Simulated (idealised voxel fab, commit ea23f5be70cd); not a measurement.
The process module that follows is named voxel gate over fins.
Xsec cut, 240 nm wide, square cell size 5 nm.
Each cross-section below is a grid of square cells, stated as bands in top-down order, with one or more rows of cells making up each band. Top height, bottom height, nm. Materials left to right, width each, nm. Single material + "everywhere" = fills band edge to edge. "blank" = empty. All heights in this document are referenced to 0, defined as the level beneath which the wafer, as received, consists entirely of one material. The lowest band is not bounded below; it extends indefinitely downward and is written in the form "0 down". Width: "30->40" (first number = top row, second number = bottom row, same change from row to row of cells). Where a step carries "remains unaltered", the cross-section came out of it unchanged, cell for cell. Heads up: "Internal closed voids" only lists the empty pockets with no open path to the top that are 8 cells or more, and it writes them as width x height at distance, distance from the left edge, in nm. Past the settings on a step's line: simulator remark, on that step. The setting "overlay nm" may be written on the line of a step. When the step uses a mask, the value reports how far to the right of the planned place the mask lay, and a negative value reports that it lay to the left.

### The steps planned for the process are as follows
1,RECEIVE, material Si
2,CONFORMAL_DEP, material SiN, thk nm 5
3,MASKED_ETCH, tone cover, mask id FINS, width nm 15, pitch nm 40, etch materials SiN, depth nm 5, overlay nm 0
4,MASKED_ETCH, tone cover, mask id FINS, width nm 15, pitch nm 40, etch materials Si, depth nm 40, overlay nm 0
5,OXIDIZE, depth nm 5
6,FILL_DEP, material SiO2, thk nm 15
7,CMP, height nm 5
8,SELECTIVE_ETCH, etch materials SiO2, depth nm 15
9,STRIP, etch materials SiN
10,CONFORMAL_DEP, material HfO2, thk nm 5
11,CONFORMAL_DEP, material TiN, thk nm 5
12,FILL_DEP, material W, thk nm 10
13,CMP, height nm 15
14,CONFORMAL_DEP, material SiCN, thk nm 5

### First of two wafers - as planned

### Shown in cross-section is the wafer as received, that is, as it stands after step 1
- 0 down: Si everywhere
- Internal closed voids: none

### Cross-sectional representation of the wafer at the conclusion of step 2
- 5 to 0: SiN everywhere
- No changes below 0.

### Cross-sectional representation of the wafer at the conclusion of step 3
- 5 to 0: blank 50; SiN 15; blank 25; SiN 15; blank 25; SiN 15; blank 25; SiN 15; blank 55
- No changes below 0.

### Cross-sectional representation of the wafer at the conclusion of step 4
- 5 to 0: blank 50; SiN 15; blank 25; SiN 15; blank 25; SiN 15; blank 25; SiN 15; blank 55
- 0 to -40: blank 50; Si 15; blank 25; Si 15; blank 25; Si 15; blank 25; Si 15; blank 55
- No changes below -40.

### Cross-sectional representation of the wafer at the conclusion of step 5
- 5 to 0: blank 50; SiN 15; blank 25; SiN 15; blank 25; SiN 15; blank 25; SiN 15; blank 55
- 0 to -40: blank 50; SiO2 5; Si 5; SiO2 5; blank 25; SiO2 5; Si 5; SiO2 5; blank 25; SiO2 5; Si 5; SiO2 5; blank 25; SiO2 5; Si 5; SiO2 5; blank 55
- -40 to -45: SiO2 55; Si 5; SiO2 35; Si 5; SiO2 35; Si 5; SiO2 35; Si 5; SiO2 60
- No changes below -45.

### Cross-sectional representation of the wafer at the conclusion of step 6
- 20 to 5: SiO2 everywhere
- 5 to 0: SiO2 50; SiN 15; SiO2 25; SiN 15; SiO2 25; SiN 15; SiO2 25; SiN 15; SiO2 55
- 0 to -45: SiO2 55; Si 5; SiO2 35; Si 5; SiO2 35; Si 5; SiO2 35; Si 5; SiO2 60
- No changes below -45.

### Cross-sectional representation of the wafer at the conclusion of step 7
- 5 to 0: SiO2 50; SiN 15; SiO2 25; SiN 15; SiO2 25; SiN 15; SiO2 25; SiN 15; SiO2 55
- No changes below 0.

### Cross-sectional representation of the wafer at the conclusion of step 8
- 5 to 0: blank 50; SiN 15; blank 25; SiN 15; blank 25; SiN 15; blank 25; SiN 15; blank 55
- 0 to -10: blank 55; Si 5; blank 35; Si 5; blank 35; Si 5; blank 35; Si 5; blank 60
- No changes below -10.

### Cross-sectional representation of the wafer at the conclusion of step 9
- 0 to -10: blank 55; Si 5; blank 35; Si 5; blank 35; Si 5; blank 35; Si 5; blank 60
- No changes below -10.

### Cross-sectional representation of the wafer at the conclusion of step 10
- 5 to 0: blank 50; HfO2 15; blank 25; HfO2 15; blank 25; HfO2 15; blank 25; HfO2 15; blank 55
- 0 to -5: blank 50; HfO2 5; Si 5; HfO2 5; blank 25; HfO2 5; Si 5; HfO2 5; blank 25; HfO2 5; Si 5; HfO2 5; blank 25; HfO2 5; Si 5; HfO2 5; blank 55
- -5 to -10: HfO2 55; Si 5; HfO2 35; Si 5; HfO2 35; Si 5; HfO2 35; Si 5; HfO2 60
- No changes below -10.

### Cross-sectional representation of the wafer at the conclusion of step 11
- 10 to 5: blank 45; TiN 25; blank 15; TiN 25; blank 15; TiN 25; blank 15; TiN 25; blank 50
- 5 to 0: blank 45; TiN 5; HfO2 15; TiN 5; blank 15; TiN 5; HfO2 15; TiN 5; blank 15; TiN 5; HfO2 15; TiN 5; blank 15; TiN 5; HfO2 15; TiN 5; blank 50
- 0 to -5: TiN 50; HfO2 5; Si 5; HfO2 5; TiN 25; HfO2 5; Si 5; HfO2 5; TiN 25; HfO2 5; Si 5; HfO2 5; TiN 25; HfO2 5; Si 5; HfO2 5; TiN 55
- No changes below -5.

### Cross-sectional representation of the wafer at the conclusion of step 12
- 20 to 10: W everywhere
- 10 to 5: W 45; TiN 25; W 15; TiN 25; W 15; TiN 25; W 15; TiN 25; W 50
- 5 to 0: W 45; TiN 5; HfO2 15; TiN 5; W 15; TiN 5; HfO2 15; TiN 5; W 15; TiN 5; HfO2 15; TiN 5; W 15; TiN 5; HfO2 15; TiN 5; W 50
- No changes below 0.

### Cross-sectional representation of the wafer at the conclusion of step 13
- 15 to 10: W everywhere
- No changes below 10.

### Cross-sectional representation of the wafer at the conclusion of step 14
- 20 to 15: SiCN everywhere
- No changes below 15.

### Second of two: same start, same plan, one run error; steps up to and including 3 match the first

### The second wafer cut through, at the time step 4 was supposed to be finished
- 5 to 0: blank 50; SiN 15; blank 25; SiN 15; blank 25; SiN 15; blank 25; SiN 15; blank 55
- 0 to -30: blank 50; Si 15; blank 25; Si 15; blank 25; Si 15; blank 25; Si 15; blank 55
- No changes below -30.

### The second wafer cut through, at the time step 5 was supposed to be finished
- 5 to 0: blank 50; SiN 15; blank 25; SiN 15; blank 25; SiN 15; blank 25; SiN 15; blank 55
- 0 to -30: blank 50; SiO2 5; Si 5; SiO2 5; blank 25; SiO2 5; Si 5; SiO2 5; blank 25; SiO2 5; Si 5; SiO2 5; blank 25; SiO2 5; Si 5; SiO2 5; blank 55
- -30 to -35: SiO2 55; Si 5; SiO2 35; Si 5; SiO2 35; Si 5; SiO2 35; Si 5; SiO2 60
- No changes below -35.

### The second wafer cut through, at the time step 6 was supposed to be finished
- 20 to 5: SiO2 everywhere
- 5 to 0: SiO2 50; SiN 15; SiO2 25; SiN 15; SiO2 25; SiN 15; SiO2 25; SiN 15; SiO2 55
- 0 to -35: SiO2 55; Si 5; SiO2 35; Si 5; SiO2 35; Si 5; SiO2 35; Si 5; SiO2 60
- No changes below -35.

### The second wafer cut through, at the time step 7 was supposed to be finished
- 5 to 0: SiO2 50; SiN 15; SiO2 25; SiN 15; SiO2 25; SiN 15; SiO2 25; SiN 15; SiO2 55
- No changes below 0.

### The second wafer cut through, at the time step 8 was supposed to be finished
- 5 to 0: blank 50; SiN 15; blank 25; SiN 15; blank 25; SiN 15; blank 25; SiN 15; blank 55
- 0 to -10: blank 55; Si 5; blank 35; Si 5; blank 35; Si 5; blank 35; Si 5; blank 60
- No changes below -10.

### The second wafer cut through, at the time step 9 was supposed to be finished
- 0 to -10: blank 55; Si 5; blank 35; Si 5; blank 35; Si 5; blank 35; Si 5; blank 60
- No changes below -10.

### The second wafer cut through, at the time step 10 was supposed to be finished
- 5 to 0: blank 50; HfO2 15; blank 25; HfO2 15; blank 25; HfO2 15; blank 25; HfO2 15; blank 55
- 0 to -5: blank 50; HfO2 5; Si 5; HfO2 5; blank 25; HfO2 5; Si 5; HfO2 5; blank 25; HfO2 5; Si 5; HfO2 5; blank 25; HfO2 5; Si 5; HfO2 5; blank 55
- -5 to -10: HfO2 55; Si 5; HfO2 35; Si 5; HfO2 35; Si 5; HfO2 35; Si 5; HfO2 60
- No changes below -10.

### The second wafer cut through, at the time step 11 was supposed to be finished
- 10 to 5: blank 45; TiN 25; blank 15; TiN 25; blank 15; TiN 25; blank 15; TiN 25; blank 50
- 5 to 0: blank 45; TiN 5; HfO2 15; TiN 5; blank 15; TiN 5; HfO2 15; TiN 5; blank 15; TiN 5; HfO2 15; TiN 5; blank 15; TiN 5; HfO2 15; TiN 5; blank 50
- 0 to -5: TiN 50; HfO2 5; Si 5; HfO2 5; TiN 25; HfO2 5; Si 5; HfO2 5; TiN 25; HfO2 5; Si 5; HfO2 5; TiN 25; HfO2 5; Si 5; HfO2 5; TiN 55
- No changes below -5.

### The second wafer cut through, at the time step 12 was supposed to be finished
- 20 to 10: W everywhere
- 10 to 5: W 45; TiN 25; W 15; TiN 25; W 15; TiN 25; W 15; TiN 25; W 50
- 5 to 0: W 45; TiN 5; HfO2 15; TiN 5; W 15; TiN 5; HfO2 15; TiN 5; W 15; TiN 5; HfO2 15; TiN 5; W 15; TiN 5; HfO2 15; TiN 5; W 50
- No changes below 0.

### The second wafer cut through, at the time step 13 was supposed to be finished
- 15 to 10: W everywhere
- No changes below 10.

### The second wafer cut through, at the time step 14 was supposed to be finished
- 20 to 15: SiCN everywhere
- No changes below 15.
what went wrong: it should be noted that step 4 was executed with settings other than those planned, the operation and settings actually applied being MASKED_ETCH, tone cover, mask id FINS, width nm 15, pitch nm 40, etch materials Si, depth nm 30, overlay nm 0
Cell-count delta at end, second wafer over first, by material: Si +88 | SiO2 -88
